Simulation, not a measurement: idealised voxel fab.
You're looking at the process module voxel air gaps.
We display cut, a cross-section 240 nm in width whose square cells are each 5 nm.
Think of the cross-section as a grid of square cells. We describe it in bands, top to bottom, and each band covers one or more rows of those cells.
Basically the band line says how high the top is and how high the bottom is, in nm, and then what's in it from left to right, every material with its width in nm. Empty space shows up as "empty", and if a single material carries "edge to edge" it runs the full band edge to edge.
Below 0: as-received wafer, all one material; heights counted from there. Lowest band: no bottom, goes on down, written "0..down".
A two-number width, for instance "30 to 40", indicates that the width is equal to the first number in the top row of the band and to the second number in the bottom row, and that it changes by a constant amount per row of cells.
Step note "nothing was modified" = no cross-section cell changed.
In the "Non-vented voids" entry, you get each enclosed empty space of 8 cells or more, one with no open way to the top, written width x height at distance, distance from the left edge, in nm.
If you see something after the settings on a step's line, that's the simulator's own remark about that step.
overlay nm: where the mask lay relative to plan, measured to the right, on steps with a mask; negatives go left.
## These are the steps we planned for the process
1: RECEIVE, material Si
2: CONFORMAL_DEP, material SiO2, thk nm 15
3: CONFORMAL_DEP, material SiN, thk nm 5
4: DIRECTIONAL_DEP, material SiO2, thk nm 30
5: MASKED_ETCH, tone open, mask id LINES, width nm 25, pitch nm 55, etch materials SiO2, depth nm 30, overlay nm 0
6: CONFORMAL_DEP, material TiN, thk nm 5
7: FILL_DEP, material W, thk nm 5
8: CMP, height nm 50
9: EPI, material Ru, thk nm 10
10: SELECTIVE_ETCH, etch materials SiO2, depth nm 40
11: CONFORMAL_DEP, material SiN, thk nm 5
Split variable: thk nm, step 11. Plan value = first wafer. Wafers start alike.
## The first of several wafers, as received after step 1, seen in section
  0..down | Si edge to edge
  Non-vented voids: none
## Wafer rows, end of module: cells per material gained (+) or lost (-) since receipt; closed voids last
thk nm 5, +54 Ru, +168 SiN, +144 SiO2, +45 TiN, +45 W, Non-vented voids: 20 x 20 at 80; 20 x 20 at 135
thk nm 10, +54 Ru, +240 SiN, +144 SiO2, +45 TiN, +45 W, Non-vented voids: 20 x 20 at 80; 20 x 20 at 135
thk nm 15, +54 Ru, +312 SiN, +144 SiO2, +45 TiN, +45 W, Non-vented voids: 20 x 20 at 80; 20 x 20 at 135
thk nm 20, +54 Ru, +376 SiN, +144 SiO2, +45 TiN, +45 W, Non-vented voids: 20 x 20 at 80; 20 x 20 at 135
